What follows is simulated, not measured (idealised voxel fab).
Title: Process Module voxel transistor to metal
The figure presents cross-section cut, which has a width of 205 nm and is divided into square cells with an edge length of 5 nm.
Just so we're on the same page, the cross-sections are grids of square cells, and they're listed out in bands top to bottom, each band one or more rows deep. In this notation a band is specified by the heights of its top and bottom, in that order and in nm, after which its materials appear from left to right, each paired with its width in nm. The word "throughout" attached to a single material means that material fills the band from edge to edge; the word "air" stands for empty space. Counting heights begins at 0, where everything beneath is, in the wafer as received, one material. The lowest band has no bottom; it goes on downwards, as "0 and below" shows. The notation "30 to 40" denotes a width that varies across the rows of cells in the band, beginning at the first number in the top row, finishing at the second number in the bottom row, and changing by an identical amount from each row to the next. Step note "no alteration" = no cross-section cell changed. Listed in "Sealed void listing": every empty space of 8 or more cells without an open way to the top. Form: width x height at distance, the distance being from the left edge, all in nm. If you see something after the settings on a step's line, that's the simulator's own remark about that step. Among the settings permitted on a step's line is "overlay nm"; applied to a step with a mask, it specifies the extent to which the mask lay to the right of its planned position, whereas a negative figure signifies a position to the left.

-- Steps planned for the process
- 1: RECEIVE: material Si
- 2: OXIDIZE: depth nm 5
- 3: CONFORMAL_DEP: material SiN, thk nm 15
- 4: DIRECTIONAL_DEP: material aC, thk nm 10
- 5: PATTERN: tone cover, mask id ACTIVE, material resist, width nm 105, thk nm 30, overlay nm 0
- 6: DIRECTIONAL_ETCH: etch materials aC, depth nm 10
- 7: STRIP: etch materials resist
- 8: DIRECTIONAL_ETCH: etch materials SiN, depth nm 15
- 9: DIRECTIONAL_ETCH: etch materials SiO2, depth nm 5
- 10: DIRECTIONAL_ETCH: etch materials Si, depth nm 35
- 11: STRIP: etch materials aC
- 12: FILL_DEP: material SiO2, thk nm 15
- 13: CMP: height nm 15
- 14: SELECTIVE_ETCH: etch materials SiO2, depth nm 5
- 15: STRIP: etch materials SiN
- 16: SELECTIVE_ETCH: etch materials SiO2, depth nm 5
- 17: OXIDIZE: depth nm 5
- 18: DIRECTIONAL_DEP: material polySi, thk nm 25
- 19: DIRECTIONAL_DEP: material SiCN, thk nm 15
- 20: MASKED_ETCH: tone cover, mask id GATE, width nm 25, etch materials SiCN, depth nm 25, overlay nm 0
- 21: MASKED_ETCH: tone cover, mask id GATE, width nm 25, etch materials polySi, depth nm 35, overlay nm 0
- 22: CONFORMAL_DEP: material SiN, thk nm 5
- 23: DIRECTIONAL_ETCH: etch materials SiN, depth nm 5
- 24: DIRECTIONAL_ETCH: etch materials SiO2, depth nm 5
- 25: EPI: material SiGe, thk nm 5
- 26: FILL_DEP: material SiO2, thk nm 5
- 27: CMP: height nm 35
- 28: DIRECTIONAL_DEP: material SiO2, thk nm 10
- 29: MASKED_ETCH: tone open, mask id CONTACT, width nm 30, pitch nm 65, etch materials SiO2, depth nm 50, overlay nm 0
- 30: CONFORMAL_DEP: material TiN, thk nm 5
- 31: FILL_DEP: material W, thk nm 5
- 32: CMP: height nm 45
- 33: DIRECTIONAL_DEP: material TiN, thk nm 5
- 34: DIRECTIONAL_DEP: material W, thk nm 25
- 35: MASKED_ETCH: tone cover, mask id METAL_1, width nm 15, pitch nm 80, etch materials W, depth nm 25, overlay nm 0
- 36: MASKED_ETCH: tone cover, mask id METAL_1, width nm 15, pitch nm 80, etch materials TiN, depth nm 5, overlay nm 0
- 37: FILL_DEP: material lowk, thk nm 5
- 38: CMP: height nm 75
- 39: CONFORMAL_DEP: material SiCN, thk nm 5
- 40: DIRECTIONAL_DEP: material lowk, thk nm 25
- 41: DIRECTIONAL_DEP: material aC, thk nm 15
- 42: PATTERN: tone open, mask id METAL_2, material resist, width nm 15, pitch nm 80, thk nm 30, overlay nm 0
- 43: DIRECTIONAL_ETCH: etch materials aC, depth nm 15
- 44: STRIP: etch materials resist
- 45: DIRECTIONAL_ETCH: etch materials lowk, depth nm 15
- 46: STRIP: etch materials aC
- 47: DIRECTIONAL_DEP: material aC, thk nm 10
- 48: PATTERN: tone open, mask id METAL_2_HOLES, material resist, width nm 15, pitch nm 80, thk nm 30, overlay nm 0
- 49: DIRECTIONAL_ETCH: etch materials aC, depth nm 10
- 50: STRIP: etch materials resist
- 51: DIRECTIONAL_ETCH: etch materials lowk, depth nm 10
- 52: DIRECTIONAL_ETCH: etch materials SiCN, depth nm 5
- 53: STRIP: etch materials aC
- 54: CONFORMAL_DEP: material TiN, thk nm 5
- 55: FILL_DEP: material Cu, thk nm 5
- 56: CMP: height nm 105
- 57: CONFORMAL_DEP: material SiCN, thk nm 5

-- Of two wafers, the first: run according to plan

-- Cross-section of the wafer as it came to us, i.e., already through step 1
  0 and below = Si throughout
  Sealed void listing: none

-- Step 2 complete: cross-section through the wafer
  0 down to -5 = SiO2 throughout
  Heights below -5 show no change.

-- Step 3 complete: cross-section through the wafer
  15 down to 0 = SiN throughout
  Heights below 0 show no change.

-- Step 4 complete: cross-section through the wafer
  25 down to 15 = aC throughout
  Heights below 15 show no change.

-- Step 5 complete: cross-section through the wafer
  55 down to 25 = air 50  resist 105  air 50
  Heights below 25 show no change.

-- Step 6 complete: cross-section through the wafer
  45 down to 25 = air 50  resist 105  air 50
  25 down to 15 = air 50  aC 105  air 50
  Heights below 15 show no change.

-- Step 7 complete: cross-section through the wafer
  25 down to 15 = air 50  aC 105  air 50
  Heights below 15 show no change.

-- Step 8 complete: cross-section through the wafer
  25 down to 15 = air 50  aC 105  air 50
  15 down to 0 = air 50  SiN 105  air 50
  Heights below 0 show no change.

-- Step 9 complete: cross-section through the wafer
  25 down to 15 = air 50  aC 105  air 50
  15 down to 0 = air 50  SiN 105  air 50
  0 down to -5 = air 50  SiO2 105  air 50
  Heights below -5 show no change.

-- Step 10 complete: cross-section through the wafer
  25 down to 15 = air 50  aC 105  air 50
  15 down to 0 = air 50  SiN 105  air 50
  0 down to -5 = air 50  SiO2 105  air 50
  -5 down to -40 = air 50  Si 105  air 50
  Heights below -40 show no change.

-- Step 11 complete: cross-section through the wafer
  15 down to 0 = air 50  SiN 105  air 50
  Heights below 0 show no change.

-- Step 12 complete: cross-section through the wafer
  30 down to 15 = SiO2 throughout
  15 down to 0 = SiO2 50  SiN 105  SiO2 50
  0 down to -5 = SiO2 throughout
  -5 down to -40 = SiO2 50  Si 105  SiO2 50
  Heights below -40 show no change.

-- Step 13 complete: cross-section through the wafer
  15 down to 0 = SiO2 50  SiN 105  SiO2 50
  Heights below 0 show no change.

-- Step 14 complete: cross-section through the wafer
  15 down to 10 = air 50  SiN 105  air 50
  Heights below 10 show no change.

-- Step 15 complete: cross-section through the wafer
  10 down to 0 = SiO2 50  air 105  SiO2 50
  Heights below 0 show no change.

-- Step 16 complete: cross-section through the wafer
  5 down to -5 = SiO2 45  air 115  SiO2 45
  Heights below -5 show no change.

-- Step 17 complete: cross-section through the wafer
  5 down to -5 = SiO2 45  air 115  SiO2 45
  -5 down to -10 = SiO2 throughout
  Heights below -10 show no change.

-- Step 18 complete: cross-section through the wafer
  30 down to 20 = polySi 45  air 115  polySi 45
  20 down to 5 = polySi throughout
  5 down to -5 = SiO2 45  polySi 115  SiO2 45
  Heights below -5 show no change.

-- Step 19 complete: cross-section through the wafer
  45 down to 35 = SiCN 45  air 115  SiCN 45
  35 down to 30 = SiCN throughout
  30 down to 20 = polySi 45  SiCN 115  polySi 45
  Heights below 20 show no change.

-- Step 20 complete: cross-section through the wafer
  35 down to 30 = air 90  SiCN 25  air 90
  30 down to 20 = polySi 45  air 45  SiCN 25  air 45  polySi 45
  Heights below 20 show no change.

-- Step 21 complete: cross-section through the wafer
  35 down to 20 = air 90  SiCN 25  air 90
  20 down to 5 = air 90  polySi 25  air 90
  5 down to -5 = SiO2 45  air 45  polySi 25  air 45  SiO2 45
  Heights below -5 show no change.

-- Step 22 complete: cross-section through the wafer
  40 down to 35 = air 85  SiN 35  air 85
  35 down to 20 = air 85  SiN 5  SiCN 25  SiN 5  air 85
  20 down to 10 = air 85  SiN 5  polySi 25  SiN 5  air 85
  10 down to 5 = SiN 50  air 35  SiN 5  polySi 25  SiN 5  air 35  SiN 50
  5 down to 0 = SiO2 45  SiN 5  air 35  SiN 5  polySi 25  SiN 5  air 35  SiN 5  SiO2 45
  0 down to -5 = SiO2 45  SiN 45  polySi 25  SiN 45  SiO2 45
  Heights below -5 show no change.

-- Step 23 complete: cross-section through the wafer
  35 down to 20 = air 85  SiN 5  SiCN 25  SiN 5  air 85
  20 down to 5 = air 85  SiN 5  polySi 25  SiN 5  air 85
  5 down to -5 = SiO2 45  SiN 5  air 35  SiN 5  polySi 25  SiN 5  air 35  SiN 5  SiO2 45
  Heights below -5 show no change.

-- Step 24 complete: cross-section through the wafer
  35 down to 20 = air 85  SiN 5  SiCN 25  SiN 5  air 85
  20 down to 5 = air 85  SiN 5  polySi 25  SiN 5  air 85
  5 down to 0 = air 45  SiN 5  air 35  SiN 5  polySi 25  SiN 5  air 35  SiN 5  air 45
  0 down to -5 = SiO2 45  SiN 5  air 35  SiN 5  polySi 25  SiN 5  air 35  SiN 5  SiO2 45
  -5 down to -10 = SiO2 50  air 35  SiO2 35  air 35  SiO2 50
  Heights below -10 show no change.

-- Step 25 complete: cross-section through the wafer
  35 down to 20 = air 85  SiN 5  SiCN 25  SiN 5  air 85
  20 down to 5 = air 85  SiN 5  polySi 25  SiN 5  air 85
  5 down to 0 = air 45  SiN 5  air 35  SiN 5  polySi 25  SiN 5  air 35  SiN 5  air 45
  0 down to -5 = SiO2 45  SiN 5  air 35  SiN 5  polySi 25  SiN 5  air 35  SiN 5  SiO2 45
  -5 down to -10 = SiO2 50  SiGe 35  SiO2 35  SiGe 35  SiO2 50
  Heights below -10 show no change.

-- Step 26 complete: cross-section through the wafer
  40 down to 35 = SiO2 throughout
  35 down to 20 = SiO2 85  SiN 5  SiCN 25  SiN 5  SiO2 85
  20 down to 5 = SiO2 85  SiN 5  polySi 25  SiN 5  SiO2 85
  5 down to -5 = SiO2 45  SiN 5  SiO2 35  SiN 5  polySi 25  SiN 5  SiO2 35  SiN 5  SiO2 45
  Heights below -5 show no change.

-- Step 27 complete: cross-section through the wafer
  35 down to 20 = SiO2 85  SiN 5  SiCN 25  SiN 5  SiO2 85
  Heights below 20 show no change.

-- Step 28 complete: cross-section through the wafer
  45 down to 35 = SiO2 throughout
  Heights below 35 show no change.

-- Step 29 complete: cross-section through the wafer
  45 down to 35 = SiO2 55  air 30  SiO2 35  air 30  SiO2 55
  35 down to 20 = SiO2 55  air 30  SiN 5  SiCN 25  SiN 5  air 30  SiO2 55
  20 down to 5 = SiO2 55  air 30  SiN 5  polySi 25  SiN 5  air 30  SiO2 55
  5 down to -5 = SiO2 45  SiN 5  SiO2 5  air 30  SiN 5  polySi 25  SiN 5  air 30  SiO2 5  SiN 5  SiO2 45
  Heights below -5 show no change.

-- Step 30 complete: cross-section through the wafer
  50 down to 45 = TiN 60  air 20  TiN 45  air 20  TiN 60
  45 down to 35 = SiO2 55  TiN 5  air 20  TiN 5  SiO2 35  TiN 5  air 20  TiN 5  SiO2 55
  35 down to 20 = SiO2 55  TiN 5  air 20  TiN 5  SiN 5  SiCN 25  SiN 5  TiN 5  air 20  TiN 5  SiO2 55
  20 down to 5 = SiO2 55  TiN 5  air 20  TiN 5  SiN 5  polySi 25  SiN 5  TiN 5  air 20  TiN 5  SiO2 55
  5 down to 0 = SiO2 45  SiN 5  SiO2 5  TiN 5  air 20  TiN 5  SiN 5  polySi 25  SiN 5  TiN 5  air 20  TiN 5  SiO2 5  SiN 5  SiO2 45
  0 down to -5 = SiO2 45  SiN 5  SiO2 5  TiN 30  SiN 5  polySi 25  SiN 5  TiN 30  SiO2 5  SiN 5  SiO2 45
  Heights below -5 show no change.

-- Step 31 complete: cross-section through the wafer
  55 down to 50 = W throughout
  50 down to 45 = TiN 60  W 20  TiN 45  W 20  TiN 60
  45 down to 35 = SiO2 55  TiN 5  W 20  TiN 5  SiO2 35  TiN 5  W 20  TiN 5  SiO2 55
  35 down to 20 = SiO2 55  TiN 5  W 20  TiN 5  SiN 5  SiCN 25  SiN 5  TiN 5  W 20  TiN 5  SiO2 55
  20 down to 5 = SiO2 55  TiN 5  W 20  TiN 5  SiN 5  polySi 25  SiN 5  TiN 5  W 20  TiN 5  SiO2 55
  5 down to 0 = SiO2 45  SiN 5  SiO2 5  TiN 5  W 20  TiN 5  SiN 5  polySi 25  SiN 5  TiN 5  W 20  TiN 5  SiO2 5  SiN 5  SiO2 45
  Heights below 0 show no change.

-- Step 32 complete: cross-section through the wafer
  45 down to 35 = SiO2 55  TiN 5  W 20  TiN 5  SiO2 35  TiN 5  W 20  TiN 5  SiO2 55
  Heights below 35 show no change.

-- Step 33 complete: cross-section through the wafer
  50 down to 45 = TiN throughout
  Heights below 45 show no change.

-- Step 34 complete: cross-section through the wafer
  75 down to 50 = W throughout
  Heights below 50 show no change.

-- Step 35 complete: cross-section through the wafer
  75 down to 50 = air 55  W 15  air 65  W 15  air 55
  Heights below 50 show no change.

-- Step 36 complete: cross-section through the wafer
  75 down to 50 = air 55  W 15  air 65  W 15  air 55
  50 down to 45 = air 55  TiN 15  air 65  TiN 15  air 55
  Heights below 45 show no change.

-- Step 37 complete: cross-section through the wafer
  80 down to 75 = lowk throughout
  75 down to 50 = lowk 55  W 15  lowk 65  W 15  lowk 55
  50 down to 45 = lowk 55  TiN 15  lowk 65  TiN 15  lowk 55
  Heights below 45 show no change.

-- Step 38 complete: cross-section through the wafer
  75 down to 50 = lowk 55  W 15  lowk 65  W 15  lowk 55
  Heights below 50 show no change.

-- Step 39 complete: cross-section through the wafer
  80 down to 75 = SiCN throughout
  Heights below 75 show no change.

-- Step 40 complete: cross-section through the wafer
  105 down to 80 = lowk throughout
  Heights below 80 show no change.

-- Step 41 complete: cross-section through the wafer
  120 down to 105 = aC throughout
  Heights below 105 show no change.

-- Step 42 complete: cross-section through the wafer
  150 down to 120 = resist 55  air 15  resist 65  air 15  resist 55
  Heights below 120 show no change.

-- Step 43 complete: cross-section through the wafer
  135 down to 120 = resist 55  air 15  resist 65  air 15  resist 55
  120 down to 105 = aC 55  air 15  aC 65  air 15  aC 55
  Heights below 105 show no change.

-- Step 44 complete: cross-section through the wafer
  120 down to 105 = aC 55  air 15  aC 65  air 15  aC 55
  Heights below 105 show no change.

-- Step 45 complete: cross-section through the wafer
  120 down to 105 = aC 55  air 15  aC 65  air 15  aC 55
  105 down to 90 = lowk 55  air 15  lowk 65  air 15  lowk 55
  Heights below 90 show no change.

-- Step 46 complete: cross-section through the wafer
  105 down to 90 = lowk 55  air 15  lowk 65  air 15  lowk 55
  Heights below 90 show no change.

-- Step 47 complete: cross-section through the wafer
  115 down to 105 = aC 55  air 15  aC 65  air 15  aC 55
  105 down to 100 = lowk 55  air 15  lowk 65  air 15  lowk 55
  100 down to 90 = lowk 55  aC 15  lowk 65  aC 15  lowk 55
  Heights below 90 show no change.

-- Step 48 complete: cross-section through the wafer
  145 down to 115 = resist 55  air 15  resist 65  air 15  resist 55
  Heights below 115 show no change.

-- Step 49 complete: cross-section through the wafer
  135 down to 115 = resist 55  air 15  resist 65  air 15  resist 55
  115 down to 105 = aC 55  air 15  aC 65  air 15  aC 55
  105 down to 90 = lowk 55  air 15  lowk 65  air 15  lowk 55
  Heights below 90 show no change.

-- Step 50 complete: cross-section through the wafer
  115 down to 105 = aC 55  air 15  aC 65  air 15  aC 55
  Heights below 105 show no change.

-- Step 51 complete: cross-section through the wafer
  115 down to 105 = aC 55  air 15  aC 65  air 15  aC 55
  105 down to 80 = lowk 55  air 15  lowk 65  air 15  lowk 55
  Heights below 80 show no change.

-- Step 52 complete: cross-section through the wafer
  115 down to 105 = aC 55  air 15  aC 65  air 15  aC 55
  105 down to 80 = lowk 55  air 15  lowk 65  air 15  lowk 55
  80 down to 75 = SiCN 55  air 15  SiCN 65  air 15  SiCN 55
  Heights below 75 show no change.

-- Step 53 complete: cross-section through the wafer
  105 down to 80 = lowk 55  air 15  lowk 65  air 15  lowk 55
  Heights below 80 show no change.

-- Step 54 complete: cross-section through the wafer
  110 down to 105 = TiN 60  air 5  TiN 75  air 5  TiN 60
  105 down to 80 = lowk 55  TiN 5  air 5  TiN 5  lowk 65  TiN 5  air 5  TiN 5  lowk 55
  80 down to 75 = SiCN 55  TiN 15  SiCN 65  TiN 15  SiCN 55
  Heights below 75 show no change.

-- Step 55 complete: cross-section through the wafer
  115 down to 110 = Cu throughout
  110 down to 105 = TiN 60  Cu 5  TiN 75  Cu 5  TiN 60
  105 down to 80 = lowk 55  TiN 5  Cu 5  TiN 5  lowk 65  TiN 5  Cu 5  TiN 5  lowk 55
  Heights below 80 show no change.

-- Step 56 complete: cross-section through the wafer
  105 down to 80 = lowk 55  TiN 5  Cu 5  TiN 5  lowk 65  TiN 5  Cu 5  TiN 5  lowk 55
  Heights below 80 show no change.

-- Step 57 complete: cross-section through the wafer
  110 down to 105 = SiCN throughout
  Heights below 105 show no change.

-- Notes, second wafer: start = first wafer's, plan = first wafer's, execution had one mistake; history identical to first through step 18

-- when step 19 should have ended
  60 down to 50 = SiCN 45  air 115  SiCN 45
  50 down to 30 = SiCN throughout
  30 down to 20 = polySi 45  SiCN 115  polySi 45
  Heights below 20 show no change.

-- when step 20 should have ended
  50 down to 35 = air 90  SiCN 25  air 90
  35 down to 30 = SiCN 45  air 45  SiCN 25  air 45  SiCN 45
  30 down to 25 = polySi 45  air 45  SiCN 25  air 45  polySi 45
  Heights below 25 show no change.

when step 21 should have ended: no alteration

-- when step 22 should have ended
  55 down to 50 = air 85  SiN 35  air 85
  50 down to 40 = air 85  SiN 5  SiCN 25  SiN 5  air 85
  40 down to 35 = SiN 50  air 35  SiN 5  SiCN 25  SiN 5  air 35  SiN 50
  35 down to 30 = SiCN 45  SiN 5  air 35  SiN 5  SiCN 25  SiN 5  air 35  SiN 5  SiCN 45
  30 down to 25 = polySi 45  SiN 45  SiCN 25  SiN 45  polySi 45
  Heights below 25 show no change.

-- when step 23 should have ended
  50 down to 35 = air 85  SiN 5  SiCN 25  SiN 5  air 85
  35 down to 30 = SiCN 45  SiN 5  air 35  SiN 5  SiCN 25  SiN 5  air 35  SiN 5  SiCN 45
  30 down to 25 = polySi 45  SiN 5  air 35  SiN 5  SiCN 25  SiN 5  air 35  SiN 5  polySi 45
  Heights below 25 show no change.

when step 24 should have ended: no alteration

when step 25 should have ended: no alteration

-- when step 26 should have ended
  55 down to 50 = SiO2 throughout
  50 down to 35 = SiO2 85  SiN 5  SiCN 25  SiN 5  SiO2 85
  35 down to 30 = SiCN 45  SiN 5  SiO2 35  SiN 5  SiCN 25  SiN 5  SiO2 35  SiN 5  SiCN 45
  30 down to 25 = polySi 45  SiN 5  SiO2 35  SiN 5  SiCN 25  SiN 5  SiO2 35  SiN 5  polySi 45
  Heights below 25 show no change.

-- when step 27 should have ended
  35 down to 30 = SiCN 45  SiN 5  SiO2 35  SiN 5  SiCN 25  SiN 5  SiO2 35  SiN 5  SiCN 45
  Heights below 30 show no change.

-- when step 28 should have ended
  45 down to 35 = SiO2 throughout
  Heights below 35 show no change.

-- when step 29 should have ended
  45 down to 35 = SiO2 55  air 30  SiO2 35  air 30  SiO2 55
  35 down to 30 = SiCN 45  SiN 5  SiO2 5  air 30  SiN 5  SiCN 25  SiN 5  air 30  SiO2 5  SiN 5  SiCN 45
  30 down to 25 = polySi 45  SiN 5  SiO2 5  air 30  SiN 5  SiCN 25  SiN 5  air 30  SiO2 5  SiN 5  polySi 45
  Heights below 25 show no change.

-- when step 30 should have ended
  50 down to 45 = TiN 60  air 20  TiN 45  air 20  TiN 60
  45 down to 35 = SiO2 55  TiN 5  air 20  TiN 5  SiO2 35  TiN 5  air 20  TiN 5  SiO2 55
  35 down to 30 = SiCN 45  SiN 5  SiO2 5  TiN 5  air 20  TiN 5  SiN 5  SiCN 25  SiN 5  TiN 5  air 20  TiN 5  SiO2 5  SiN 5  SiCN 45
  30 down to 25 = polySi 45  SiN 5  SiO2 5  TiN 30  SiN 5  SiCN 25  SiN 5  TiN 30  SiO2 5  SiN 5  polySi 45
  Heights below 25 show no change.

-- when step 31 should have ended
  55 down to 50 = W throughout
  50 down to 45 = TiN 60  W 20  TiN 45  W 20  TiN 60
  45 down to 35 = SiO2 55  TiN 5  W 20  TiN 5  SiO2 35  TiN 5  W 20  TiN 5  SiO2 55
  35 down to 30 = SiCN 45  SiN 5  SiO2 5  TiN 5  W 20  TiN 5  SiN 5  SiCN 25  SiN 5  TiN 5  W 20  TiN 5  SiO2 5  SiN 5  SiCN 45
  Heights below 30 show no change.

-- when step 32 should have ended
  45 down to 35 = SiO2 55  TiN 5  W 20  TiN 5  SiO2 35  TiN 5  W 20  TiN 5  SiO2 55
  Heights below 35 show no change.

-- when step 33 should have ended
  50 down to 45 = TiN throughout
  Heights below 45 show no change.

-- when step 34 should have ended
  75 down to 50 = W throughout
  Heights below 50 show no change.

-- when step 35 should have ended
  75 down to 50 = air 55  W 15  air 65  W 15  air 55
  Heights below 50 show no change.

-- when step 36 should have ended
  75 down to 50 = air 55  W 15  air 65  W 15  air 55
  50 down to 45 = air 55  TiN 15  air 65  TiN 15  air 55
  Heights below 45 show no change.

-- when step 37 should have ended
  80 down to 75 = lowk throughout
  75 down to 50 = lowk 55  W 15  lowk 65  W 15  lowk 55
  50 down to 45 = lowk 55  TiN 15  lowk 65  TiN 15  lowk 55
  Heights below 45 show no change.

-- when step 38 should have ended
  75 down to 50 = lowk 55  W 15  lowk 65  W 15  lowk 55
  Heights below 50 show no change.

-- when step 39 should have ended
  80 down to 75 = SiCN throughout
  Heights below 75 show no change.

-- when step 40 should have ended
  105 down to 80 = lowk throughout
  Heights below 80 show no change.

-- when step 41 should have ended
  120 down to 105 = aC throughout
  Heights below 105 show no change.

-- when step 42 should have ended
  150 down to 120 = resist 55  air 15  resist 65  air 15  resist 55
  Heights below 120 show no change.

-- when step 43 should have ended
  135 down to 120 = resist 55  air 15  resist 65  air 15  resist 55
  120 down to 105 = aC 55  air 15  aC 65  air 15  aC 55
  Heights below 105 show no change.

-- when step 44 should have ended
  120 down to 105 = aC 55  air 15  aC 65  air 15  aC 55
  Heights below 105 show no change.

-- when step 45 should have ended
  120 down to 105 = aC 55  air 15  aC 65  air 15  aC 55
  105 down to 90 = lowk 55  air 15  lowk 65  air 15  lowk 55
  Heights below 90 show no change.

-- when step 46 should have ended
  105 down to 90 = lowk 55  air 15  lowk 65  air 15  lowk 55
  Heights below 90 show no change.

-- when step 47 should have ended
  115 down to 105 = aC 55  air 15  aC 65  air 15  aC 55
  105 down to 100 = lowk 55  air 15  lowk 65  air 15  lowk 55
  100 down to 90 = lowk 55  aC 15  lowk 65  aC 15  lowk 55
  Heights below 90 show no change.

-- when step 48 should have ended
  145 down to 115 = resist 55  air 15  resist 65  air 15  resist 55
  Heights below 115 show no change.

-- when step 49 should have ended
  135 down to 115 = resist 55  air 15  resist 65  air 15  resist 55
  115 down to 105 = aC 55  air 15  aC 65  air 15  aC 55
  105 down to 90 = lowk 55  air 15  lowk 65  air 15  lowk 55
  Heights below 90 show no change.

-- when step 50 should have ended
  115 down to 105 = aC 55  air 15  aC 65  air 15  aC 55
  Heights below 105 show no change.

-- when step 51 should have ended
  115 down to 105 = aC 55  air 15  aC 65  air 15  aC 55
  105 down to 80 = lowk 55  air 15  lowk 65  air 15  lowk 55
  Heights below 80 show no change.

-- when step 52 should have ended
  115 down to 105 = aC 55  air 15  aC 65  air 15  aC 55
  105 down to 80 = lowk 55  air 15  lowk 65  air 15  lowk 55
  80 down to 75 = SiCN 55  air 15  SiCN 65  air 15  SiCN 55
  Heights below 75 show no change.

-- when step 53 should have ended
  105 down to 80 = lowk 55  air 15  lowk 65  air 15  lowk 55
  Heights below 80 show no change.

-- when step 54 should have ended
  110 down to 105 = TiN 60  air 5  TiN 75  air 5  TiN 60
  105 down to 80 = lowk 55  TiN 5  air 5  TiN 5  lowk 65  TiN 5  air 5  TiN 5  lowk 55
  80 down to 75 = SiCN 55  TiN 15  SiCN 65  TiN 15  SiCN 55
  Heights below 75 show no change.

-- when step 55 should have ended
  115 down to 110 = Cu throughout
  110 down to 105 = TiN 60  Cu 5  TiN 75  Cu 5  TiN 60
  105 down to 80 = lowk 55  TiN 5  Cu 5  TiN 5  lowk 65  TiN 5  Cu 5  TiN 5  lowk 55
  Heights below 80 show no change.

-- when step 56 should have ended
  105 down to 80 = lowk 55  TiN 5  Cu 5  TiN 5  lowk 65  TiN 5  Cu 5  TiN 5  lowk 55
  Heights below 80 show no change.

-- when step 57 should have ended
  110 down to 105 = SiCN throughout
  Heights below 105 show no change.
What broke from the plan during processing? step 19 of the plan was performed twice
Heads up, by the end the second wafer has more or fewer cells of some materials compared to the first: SiCN: 36 more, SiGe: 14 fewer, SiN: 12 fewer, SiO2: 118 fewer, TiN: 24 fewer, W: 48 fewer, polySi: 180 more
